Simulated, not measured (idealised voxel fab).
process module | voxel self aligned vias
cross-section cut | 265 nm wide | cells 5 nm
A cross-section is a grid of square cells, given in bands from the top down. A band is one or more rows of cells.
Each band's line starts with the height of the band's top and of its bottom, in nm. Then come its materials from left to right, each with its width in nm. One material with "throughout" fills the band from edge to edge. "air" is empty space.
Height 0 is the level under which the wafer as received is all one material. The lowest band goes on downwards, as in "0 down".
A width such as "30 to 40" changes by the same amount from each row of cells to the next, from the band's top row to its bottom row.
"no change" after a step means that no cell of the cross-section changed.
closed voids: empty space of 8 cells or more with no open way to the top, each as width x height at its distance from the left edge, in nm
after a step's settings: what the simulator itself notes on the step
overlay nm, on a step with a mask: how far to the right of its planned place the mask lay; to the left if negative
plan
1 op RECEIVE | material Si
2 op CONFORMAL_DEP | material SiO2 | thk nm 15
3 op CONFORMAL_DEP | material SiCN | thk nm 5
4 op DIRECTIONAL_DEP | material lowk | thk nm 25
5 op DIRECTIONAL_DEP | material aC | thk nm 15
6 op PATTERN | tone open | mask id LINES | material resist | width nm 20 | pitch nm 60 | thk nm 35 | overlay nm 0
7 op DIRECTIONAL_ETCH | etch materials aC | depth nm 15
8 op STRIP | etch materials resist
9 op DIRECTIONAL_ETCH | etch materials lowk | depth nm 25
10 op STRIP | etch materials aC
11 op CONFORMAL_DEP | material TiN | thk nm 5
12 op FILL_DEP | material W | thk nm 5
13 op CMP | height nm 45
14 op SELECTIVE_ETCH | etch materials W Ru TiN | depth nm 10
15 op FILL_DEP | material SiN | thk nm 10
16 op CMP | height nm 45
17 op DIRECTIONAL_DEP | material lowk | thk nm 15
18 op DIRECTIONAL_DEP | material aC | thk nm 15
19 op PATTERN | tone open | mask id VIAS | material resist | width nm 30 | pitch nm 60 | thk nm 35 | overlay nm 0
20 op DIRECTIONAL_ETCH | etch materials aC | depth nm 15
21 op STRIP | etch materials resist
22 op DIRECTIONAL_ETCH | etch materials lowk | depth nm 15
23 op DIRECTIONAL_ETCH | etch materials SiN | depth nm 10
24 op STRIP | etch materials aC
25 op CONFORMAL_DEP | material TiN | thk nm 5
26 op FILL_DEP | material W | thk nm 10
27 op CMP | height nm 60
28 op CONFORMAL_DEP | material SiN | thk nm 5
as received, after step 1
  0 down: Si throughout
  closed voids: none
first wafer at the end, as planned
  65 to 60: SiN throughout
  60 to 50: lowk 55 | TiN 5 | W 20 | TiN 5 | lowk 30 | TiN 5 | W 20 | TiN 5 | lowk 30 | TiN 5 | W 20 | TiN 5 | lowk 60
  50 to 40: lowk 55 to 60 | TiN 10 to 5 | W 10 | TiN 10 to 5 | lowk 30 to 40 | TiN 10 to 5 | W 10 | TiN 10 to 5 | lowk 30 to 40 | TiN 10 to 5 | W 10 | TiN 10 to 5 | lowk 60 to 65
  40 to 35: lowk 60 | TiN 20 | lowk 40 | TiN 20 | lowk 40 | TiN 20 | lowk 65
  35 to 25: lowk 60 | TiN 5 | W 10 | TiN 5 | lowk 40 | TiN 5 | W 10 | TiN 5 | lowk 40 | TiN 5 | W 10 | TiN 5 | lowk 65
  25 to 20: lowk 60 | TiN 20 | lowk 40 | TiN 20 | lowk 40 | TiN 20 | lowk 65
  20 to 15: SiCN throughout
  15 to 0: SiO2 throughout
  0 down: Si throughout
  closed voids: none
second wafer at the end: like start, like plan, one mistake
  65 to 60: SiN throughout
  60 to 40: lowk 55 | TiN 5 | W 20 | TiN 5 | lowk 30 | TiN 5 | W 20 | TiN 5 | lowk 30 | TiN 5 | W 20 | TiN 5 | lowk 60
  40 to 35: lowk 55 | TiN 30 | lowk 30 | TiN 30 | lowk 30 | TiN 30 | lowk 60
  35 to 25: lowk 55 to 60 | TiN 10 to 5 | W 10 | TiN 10 to 5 | lowk 30 to 40 | TiN 10 to 5 | W 10 | TiN 10 to 5 | lowk 30 to 40 | TiN 10 to 5 | W 10 | TiN 10 to 5 | lowk 60 to 65
  25 to 20: lowk 60 | TiN 20 | lowk 40 | TiN 20 | lowk 40 | TiN 20 | lowk 65
  20 to 15: SiCN throughout
  15 to 0: SiO2 throughout
  0 down: Si throughout
  closed voids: none
what went wrong: step 22 was run twice
at the end the second wafer has, in cells: 6 more of TiN | 12 more of W | 18 fewer of lowk
